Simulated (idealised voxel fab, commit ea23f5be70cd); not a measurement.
The process module that follows is named voxel wiring stack.
Section shown: cut. Width: 175 nm. Cell size: 5 nm, square.
Heads up, the way a cross-section reads in here is a grid of square cells, handed over as bands from the top down, with every band being one or more rows of cells.
The entry gives the band's vertical extent as a top height and a bottom height in nm, then its horizontal make-up as materials from left to right, each with a width in nm. "blank" stands for empty space; a single material marked "edge to edge" fills the band edge to edge.
Heights are reckoned from 0. Under this level, the received wafer is all of one material. The bottommost band is open-ended downward, for example "0 and below".
Quick explanation for "30->40": the width changes in equal steps down the rows of cells, from the first number in the band's top row to the second number in its bottom row.
"all unchanged" means the step left every cell of the cross-section as it was.
"Closed empty spaces" - sealed voids, min. 8 cells, no opening to top; format: width x height at distance (distance from left edge; nm throughout).
Note: text after step settings on the step line = simulator remark on that step.
The line of a step may include "overlay nm". On a step with a mask, this value is how far to the right of its planned place the mask lay. A negative value means the mask lay to the left.

# List of planned process steps
step 1: RECEIVE: material Si
step 2: CONFORMAL_DEP: material SiO2, thk nm 10
step 3: DIRECTIONAL_DEP: material TiN, thk nm 5
step 4: DIRECTIONAL_DEP: material W, thk nm 15
step 5: PATTERN: tone cover, mask id METAL_1, material resist, width nm 30, pitch nm 55, thk nm 15, overlay nm 0
step 6: DIRECTIONAL_ETCH: etch materials W, depth nm 15
step 7: DIRECTIONAL_ETCH: etch materials TiN, depth nm 5
step 8: STRIP: etch materials resist
step 9: FILL_DEP: material lowk, thk nm 5
step 10: CMP: height nm 30
step 11: CONFORMAL_DEP: material SiCN, thk nm 5
step 12: DIRECTIONAL_DEP: material SiO2, thk nm 35
step 13: PATTERN: tone open, mask id METAL_2, material resist, width nm 30, pitch nm 55, thk nm 20, overlay nm 0
step 14: DIRECTIONAL_ETCH: etch materials SiO2, depth nm 20
step 15: STRIP: etch materials resist
step 16: PATTERN: tone open, mask id METAL_2_HOLES, material resist, width nm 15, pitch nm 55, thk nm 20, overlay nm 0
step 17: DIRECTIONAL_ETCH: etch materials SiO2, depth nm 15
step 18: DIRECTIONAL_ETCH: etch materials SiCN, depth nm 5
step 19: STRIP: etch materials resist
step 20: CONFORMAL_DEP: material TiN, thk nm 5
step 21: FILL_DEP: material Cu, thk nm 5
step 22: CMP: height nm 70
step 23: CONFORMAL_DEP: material SiCN, thk nm 5
Same starting wafers, different overlay nm at step 16. Plan value belongs to the first wafer.

# First of several wafers, received after step 1, in cross-section
	0 and below | Si edge to edge
	Closed empty spaces: none

# End of module, by wafer: material-by-material cell gain (+) or loss (-) since receipt, then closed voids
overlay nm 0, +48 Cu, +61 SiCN, +216 SiO2, +78 TiN, +54 W, +68 lowk, Closed empty spaces: none
overlay nm 5, +48 Cu, +61 SiCN, +216 SiO2, +78 TiN, +54 W, +68 lowk, Closed empty spaces: none
overlay nm 10, +48 Cu, +61 SiCN, +216 SiO2, +78 TiN, +54 W, +68 lowk, Closed empty spaces: none
overlay nm 15, +48 Cu, +61 SiCN, +216 SiO2, +78 TiN, +54 W, +68 lowk, Closed empty spaces: none
